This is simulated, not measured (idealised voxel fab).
Process module heading - voxel air gaps
Cross-sectional view cut (width: 265 nm; square cell size: 5 nm).
Format of a cross-section: grid, square cells. Given as bands. Order: top down. Band: one or more rows of cells. Band entry format. Leading values: height of top, height of bottom, nm. Remainder: materials in left-to-right order, each with its width in nm. Special words: "full width" on a single material, which then fills the band edge to edge; "empty", empty space. Ref level 0: as-received wafer is one material below here. Bottom band extends down with no lower bound ("0 -> down"). A width given as "30..40" starts at the first number in the band's top row and ends at the second number in its bottom row, shifting by an equal amount at every step from row to row. When a step is marked "nothing got changed", none of the cells in the cross-section changed during that step. If an empty space has no open way to the top and is at least 8 cells in size, "Completely enclosed voids" lists it, written width x height at distance, where distance is measured from the left edge and every value is in nm. Read whatever lies past the settings on a step's line as the simulator's own remark about the step. The line of a step may include "overlay nm". On a step with a mask, this value is how far to the right of its planned place the mask lay. A negative value means the mask lay to the left.
-- plan
step 1: RECEIVE, material Si
step 2: CONFORMAL_DEP, material SiO2, thk nm 10
step 3: CONFORMAL_DEP, material SiN, thk nm 5
step 4: DIRECTIONAL_DEP, material lowk, thk nm 30
step 5: PATTERN, tone open, mask id LINES, material resist, width nm 25, pitch nm 50, thk nm 15, overlay nm 0
step 6: DIRECTIONAL_ETCH, etch materials lowk, depth nm 30
step 7: STRIP, etch materials resist
step 8: CONFORMAL_DEP, material TiN, thk nm 5
step 9: FILL_DEP, material Ru, thk nm 10
step 10: CMP, height nm 45
step 11: EPI, material Ru, thk nm 10
step 12: SELECTIVE_ETCH, etch materials lowk, depth nm 40
step 13: CONFORMAL_DEP, material SiCN, thk nm 5
-- First wafer, two in total, run as planned
-- The cross-section here shows the wafer as received, i.e. in its state after step 1
	0 -> down = Si full width
	Completely enclosed voids: none
-- Step 2 done - wafer cross-section
	10 -> 0 = SiO2 full width
	Whatever lies below 0 is exactly as it was before.
-- Step 3 done - wafer cross-section
	15 -> 10 = SiN full width
	Whatever lies below 10 is exactly as it was before.
-- Step 4 done - wafer cross-section
	45 -> 15 = lowk full width
	Whatever lies below 15 is exactly as it was before.
-- Step 5 done - wafer cross-section
	60 -> 45 = resist: 45 | empty: 25 | resist: 25 | empty: 25 | resist: 25 | empty: 25 | resist: 25 | empty: 25 | resist: 45
	Whatever lies below 45 is exactly as it was before.
-- Step 6 done - wafer cross-section
	60 -> 45 = resist: 45 | empty: 25 | resist: 25 | empty: 25 | resist: 25 | empty: 25 | resist: 25 | empty: 25 | resist: 45
	45 -> 15 = lowk: 45 | empty: 25 | lowk: 25 | empty: 25 | lowk: 25 | empty: 25 | lowk: 25 | empty: 25 | lowk: 45
	Whatever lies below 15 is exactly as it was before.
-- Step 7 done - wafer cross-section
	45 -> 15 = lowk: 45 | empty: 25 | lowk: 25 | empty: 25 | lowk: 25 | empty: 25 | lowk: 25 | empty: 25 | lowk: 45
	Whatever lies below 15 is exactly as it was before.
-- Step 8 done - wafer cross-section
	50 -> 45 = TiN: 50 | empty: 15 | TiN: 35 | empty: 15 | TiN: 35 | empty: 15 | TiN: 35 | empty: 15 | TiN: 50
	45 -> 20 = lowk: 45 | TiN: 5 | empty: 15 | TiN: 5 | lowk: 25 | TiN: 5 | empty: 15 | TiN: 5 | lowk: 25 | TiN: 5 | empty: 15 | TiN: 5 | lowk: 25 | TiN: 5 | empty: 15 | TiN: 5 | lowk: 45
	20 -> 15 = lowk: 45 | TiN: 25 | lowk: 25 | TiN: 25 | lowk: 25 | TiN: 25 | lowk: 25 | TiN: 25 | lowk: 45
	Whatever lies below 15 is exactly as it was before.
-- Step 9 done - wafer cross-section
	60 -> 50 = Ru full width
	50 -> 45 = TiN: 50 | Ru: 15 | TiN: 35 | Ru: 15 | TiN: 35 | Ru: 15 | TiN: 35 | Ru: 15 | TiN: 50
	45 -> 20 = lowk: 45 | TiN: 5 | Ru: 15 | TiN: 5 | lowk: 25 | TiN: 5 | Ru: 15 | TiN: 5 | lowk: 25 | TiN: 5 | Ru: 15 | TiN: 5 | lowk: 25 | TiN: 5 | Ru: 15 | TiN: 5 | lowk: 45
	Whatever lies below 20 is exactly as it was before.
-- Step 10 done - wafer cross-section
	45 -> 20 = lowk: 45 | TiN: 5 | Ru: 15 | TiN: 5 | lowk: 25 | TiN: 5 | Ru: 15 | TiN: 5 | lowk: 25 | TiN: 5 | Ru: 15 | TiN: 5 | lowk: 25 | TiN: 5 | Ru: 15 | TiN: 5 | lowk: 45
	Whatever lies below 20 is exactly as it was before.
-- Step 11 done - wafer cross-section
	55 -> 45 = empty: 35 | Ru: 45 | empty: 5 | Ru: 45 | empty: 5 | Ru: 45 | empty: 5 | Ru: 45 | empty: 35
	Whatever lies below 45 is exactly as it was before.
-- Step 12 done - wafer cross-section
	55 -> 45 = empty: 35 | Ru: 45 | empty: 5 | Ru: 45 | empty: 5 | Ru: 45 | empty: 5 | Ru: 45 | empty: 35
	45 -> 20 = empty: 45 | TiN: 5 | Ru: 15 | TiN: 5 | empty: 25 | TiN: 5 | Ru: 15 | TiN: 5 | empty: 25 | TiN: 5 | Ru: 15 | TiN: 5 | empty: 25 | TiN: 5 | Ru: 15 | TiN: 5 | empty: 45
	20 -> 15 = empty: 45 | TiN: 25 | empty: 25 | TiN: 25 | empty: 25 | TiN: 25 | empty: 25 | TiN: 25 | empty: 45
	Whatever lies below 15 is exactly as it was before.
-- Step 13 done - wafer cross-section
	60 -> 55 = empty: 30 | SiCN: 205 | empty: 30
	55 -> 45 = empty: 30 | SiCN: 5 | Ru: 45 | SiCN: 5 | Ru: 45 | SiCN: 5 | Ru: 45 | SiCN: 5 | Ru: 45 | SiCN: 5 | empty: 30
	45 -> 40 = empty: 30 | SiCN: 15 | TiN: 5 | Ru: 15 | TiN: 5 | SiCN: 25 | TiN: 5 | Ru: 15 | TiN: 5 | SiCN: 25 | TiN: 5 | Ru: 15 | TiN: 5 | SiCN: 25 | TiN: 5 | Ru: 15 | TiN: 5 | SiCN: 15 | empty: 30
	40 -> 20 = empty: 40 | SiCN: 5 | TiN: 5 | Ru: 15 | TiN: 5 | SiCN: 5 | empty: 15 | SiCN: 5 | TiN: 5 | Ru: 15 | TiN: 5 | SiCN: 5 | empty: 15 | SiCN: 5 | TiN: 5 | Ru: 15 | TiN: 5 | SiCN: 5 | empty: 15 | SiCN: 5 | TiN: 5 | Ru: 15 | TiN: 5 | SiCN: 5 | empty: 40
	20 -> 15 = SiCN: 45 | TiN: 25 | SiCN: 25 | TiN: 25 | SiCN: 25 | TiN: 25 | SiCN: 25 | TiN: 25 | SiCN: 45
	Whatever lies below 15 is exactly as it was before.
	Completely enclosed voids: 15 x 20 at 75; 15 x 20 at 125; 15 x 20 at 175
-- Second wafer, same starting conditions and recipe as the first, one mistake in executing it, nothing differs from the first up to and including step 3
-- Look at the second wafer in cross-section at the time step 4 ought to have finished
	40 -> 15 = lowk full width
	Whatever lies below 15 is exactly as it was before.
-- Look at the second wafer in cross-section at the time step 5 ought to have finished
	55 -> 40 = resist: 45 | empty: 25 | resist: 25 | empty: 25 | resist: 25 | empty: 25 | resist: 25 | empty: 25 | resist: 45
	Whatever lies below 40 is exactly as it was before.
-- Look at the second wafer in cross-section at the time step 6 ought to have finished
	55 -> 40 = resist: 45 | empty: 25 | resist: 25 | empty: 25 | resist: 25 | empty: 25 | resist: 25 | empty: 25 | resist: 45
	40 -> 15 = lowk: 45 | empty: 25 | lowk: 25 | empty: 25 | lowk: 25 | empty: 25 | lowk: 25 | empty: 25 | lowk: 45
	Whatever lies below 15 is exactly as it was before.
-- Look at the second wafer in cross-section at the time step 7 ought to have finished
	40 -> 15 = lowk: 45 | empty: 25 | lowk: 25 | empty: 25 | lowk: 25 | empty: 25 | lowk: 25 | empty: 25 | lowk: 45
	Whatever lies below 15 is exactly as it was before.
-- Look at the second wafer in cross-section at the time step 8 ought to have finished
	45 -> 40 = TiN: 50 | empty: 15 | TiN: 35 | empty: 15 | TiN: 35 | empty: 15 | TiN: 35 | empty: 15 | TiN: 50
	40 -> 20 = lowk: 45 | TiN: 5 | empty: 15 | TiN: 5 | lowk: 25 | TiN: 5 | empty: 15 | TiN: 5 | lowk: 25 | TiN: 5 | empty: 15 | TiN: 5 | lowk: 25 | TiN: 5 | empty: 15 | TiN: 5 | lowk: 45
	20 -> 15 = lowk: 45 | TiN: 25 | lowk: 25 | TiN: 25 | lowk: 25 | TiN: 25 | lowk: 25 | TiN: 25 | lowk: 45
	Whatever lies below 15 is exactly as it was before.
-- Look at the second wafer in cross-section at the time step 9 ought to have finished
	55 -> 45 = Ru full width
	45 -> 40 = TiN: 50 | Ru: 15 | TiN: 35 | Ru: 15 | TiN: 35 | Ru: 15 | TiN: 35 | Ru: 15 | TiN: 50
	40 -> 20 = lowk: 45 | TiN: 5 | Ru: 15 | TiN: 5 | lowk: 25 | TiN: 5 | Ru: 15 | TiN: 5 | lowk: 25 | TiN: 5 | Ru: 15 | TiN: 5 | lowk: 25 | TiN: 5 | Ru: 15 | TiN: 5 | lowk: 45
	Whatever lies below 20 is exactly as it was before.
-- Look at the second wafer in cross-section at the time step 10 ought to have finished
	45 -> 40 = TiN: 50 | Ru: 15 | TiN: 35 | Ru: 15 | TiN: 35 | Ru: 15 | TiN: 35 | Ru: 15 | TiN: 50
	Whatever lies below 40 is exactly as it was before.
-- Look at the second wafer in cross-section at the time step 11 ought to have finished
	55 -> 45 = Ru full width
	Whatever lies below 45 is exactly as it was before.
Look at the second wafer in cross-section at the time step 12 ought to have finished: nothing got changed
-- Look at the second wafer in cross-section at the time step 13 ought to have finished
	60 -> 55 = SiCN full width
	Whatever lies below 55 is exactly as it was before.
Diagnosis: so step 4 ended up running with a different setting than we planned, it ran as DIRECTIONAL_DEP, material lowk, thk nm 25
Cell-count delta at end, second wafer over first, by material: 34 more of Ru; 84 fewer of SiCN; 33 more of TiN; 165 more of lowk
closed voids at the end (first wafer, second wafer): 3, 0
